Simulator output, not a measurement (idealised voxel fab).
The process module presented herein is designated voxel released beams.
This is section cut - it's 270 nm across, gridded in 5 nm square cells.
This document writes a cross-section as a grid whose cells are square, and gives it as bands, listed from the top down; one or more rows of cells form a band. Quick guide to a band line: top height, bottom height (nm) up front; then every material left to right with its width in nm. Only one material and it's marked "everywhere"? Then it fills the band edge to edge. And "blank" just means empty space. Heads up on the height convention: 0 is the point under which the incoming wafer is all one material, and the lowest band has no bottom, it just keeps going down, like "0 down". Width "30..40": first value at the band's top row of cells, second value at its bottom row, equal change from row to row. The cross-section has no changed cell in any step marked "no change". Voids not open to the top, 8 cells minimum: see "Unvented voids". Written width x height at distance; distance is from the left edge; nm. On a step's line, text after the settings is the simulator commenting on that step. When a step includes a mask, the "overlay nm" setting on its line states how far to the right of its planned place that mask lay, and negative values state how far to the left.

**Intended process steps**
1,RECEIVE: material Si
2,CONFORMAL_DEP: material SiN, thk nm 5
3,DIRECTIONAL_DEP: material SiO2, thk nm 10
4,MASKED_ETCH: tone open, mask id ANCHOR, width nm 35, etch materials SiO2, depth nm 10, overlay nm 0
5,CONFORMAL_DEP: material polySi, thk nm 10
6,DIRECTIONAL_DEP: material aC, thk nm 15
7,PATTERN: tone cover, mask id BEAM, material resist, width nm 100, thk nm 30, overlay nm 0
8,DIRECTIONAL_ETCH: etch materials aC, depth nm 15
9,STRIP: etch materials resist
10,DIRECTIONAL_ETCH: etch materials polySi, depth nm 10
11,STRIP: etch materials aC
12,STRIP: etch materials SiO2

**The first of the two wafers, which ran as planned**

**Cross-section of the incoming wafer, state after step 1**
    0 down  Si everywhere
    Unvented voids: none

**Cross-section of the wafer after step 2**
    5 to 0  SiN everywhere
    Beneath the level 0, the cross-section is identical to its previous state.

**Cross-section of the wafer after step 3**
    15 to 5  SiO2 everywhere
    Beneath the level 5, the cross-section is identical to its previous state.

**Cross-section of the wafer after step 4**
    15 to 5  SiO2 85  blank 35  SiO2 150
    Beneath the level 5, the cross-section is identical to its previous state.

**Cross-section of the wafer after step 5**
    25 to 15  polySi 95  blank 15  polySi 160
    15 to 5  SiO2 85  polySi 35  SiO2 150
    Beneath the level 5, the cross-section is identical to its previous state.

**Cross-section of the wafer after step 6**
    40 to 30  aC 95  blank 15  aC 160
    30 to 25  aC everywhere
    25 to 15  polySi 95  aC 15  polySi 160
    Beneath the level 15, the cross-section is identical to its previous state.

**Cross-section of the wafer after step 7**
    70 to 40  blank 80  resist 100  blank 90
    40 to 30  aC 95  resist 15  aC 160
    Beneath the level 30, the cross-section is identical to its previous state.

**Cross-section of the wafer after step 8**
    55 to 40  blank 80  resist 100  blank 90
    40 to 30  blank 80  aC 15  resist 15  aC 70  blank 90
    30 to 25  blank 80  aC 100  blank 90
    Beneath the level 25, the cross-section is identical to its previous state.

**Cross-section of the wafer after step 9**
    40 to 30  blank 80  aC 15  blank 15  aC 70  blank 90
    Beneath the level 30, the cross-section is identical to its previous state.

**Cross-section of the wafer after step 10**
    40 to 30  blank 80  aC 15  blank 15  aC 70  blank 90
    30 to 25  blank 80  aC 100  blank 90
    25 to 15  blank 80  polySi 15  aC 15  polySi 70  blank 90
    Beneath the level 15, the cross-section is identical to its previous state.

**Cross-section of the wafer after step 11**
    25 to 15  blank 80  polySi 15  blank 15  polySi 70  blank 90
    Beneath the level 15, the cross-section is identical to its previous state.

**Cross-section of the wafer after step 12**
    25 to 15  blank 80  polySi 15  blank 15  polySi 70  blank 90
    15 to 5  blank 85  polySi 35  blank 150
    Beneath the level 5, the cross-section is identical to its previous state.

**Second wafer. Start and plan as for the first. One mistake made in running. Agrees with the first up to and including step 3**

**Second wafer cross-section, taken as of the time the plan sets for step 4 to be done**
    15 to 5  SiO2 90  blank 25  SiO2 155
    Beneath the level 5, the cross-section is identical to its previous state.

**Second wafer cross-section, taken as of the time the plan sets for step 5 to be done**
    25 to 15  polySi 100  blank 5  polySi 165
    15 to 5  SiO2 90  polySi 25  SiO2 155
    Beneath the level 5, the cross-section is identical to its previous state.

**Second wafer cross-section, taken as of the time the plan sets for step 6 to be done**
    40 to 30  aC 100  blank 5  aC 165
    30 to 25  aC everywhere
    25 to 15  polySi 100  aC 5  polySi 165
    Beneath the level 15, the cross-section is identical to its previous state.

**Second wafer cross-section, taken as of the time the plan sets for step 7 to be done**
    70 to 40  blank 80  resist 100  blank 90
    40 to 30  aC 100  resist 5  aC 165
    Beneath the level 30, the cross-section is identical to its previous state.

**Second wafer cross-section, taken as of the time the plan sets for step 8 to be done**
    55 to 40  blank 80  resist 100  blank 90
    40 to 30  blank 80  aC 20  resist 5  aC 75  blank 90
    30 to 25  blank 80  aC 100  blank 90
    Beneath the level 25, the cross-section is identical to its previous state.

**Second wafer cross-section, taken as of the time the plan sets for step 9 to be done**
    40 to 30  blank 80  aC 20  blank 5  aC 75  blank 90
    Beneath the level 30, the cross-section is identical to its previous state.

**Second wafer cross-section, taken as of the time the plan sets for step 10 to be done**
    40 to 30  blank 80  aC 20  blank 5  aC 75  blank 90
    30 to 25  blank 80  aC 100  blank 90
    25 to 15  blank 80  polySi 20  aC 5  polySi 75  blank 90
    Beneath the level 15, the cross-section is identical to its previous state.

**Second wafer cross-section, taken as of the time the plan sets for step 11 to be done**
    25 to 15  blank 80  polySi 20  blank 5  polySi 75  blank 90
    Beneath the level 15, the cross-section is identical to its previous state.

**Second wafer cross-section, taken as of the time the plan sets for step 12 to be done**
    25 to 15  blank 80  polySi 20  blank 5  polySi 75  blank 90
    15 to 5  blank 90  polySi 25  blank 155
    Beneath the level 5, the cross-section is identical to its previous state.
Misprocessing identified: step 4 went in with a setting other than planned; the actual run was MASKED_ETCH: tone open, mask id ANCHOR, width nm 25, etch materials SiO2, depth nm 10, overlay nm 0
Matching per-material cell counts, mismatched positions: that is how the second wafer compares with the first at the end.
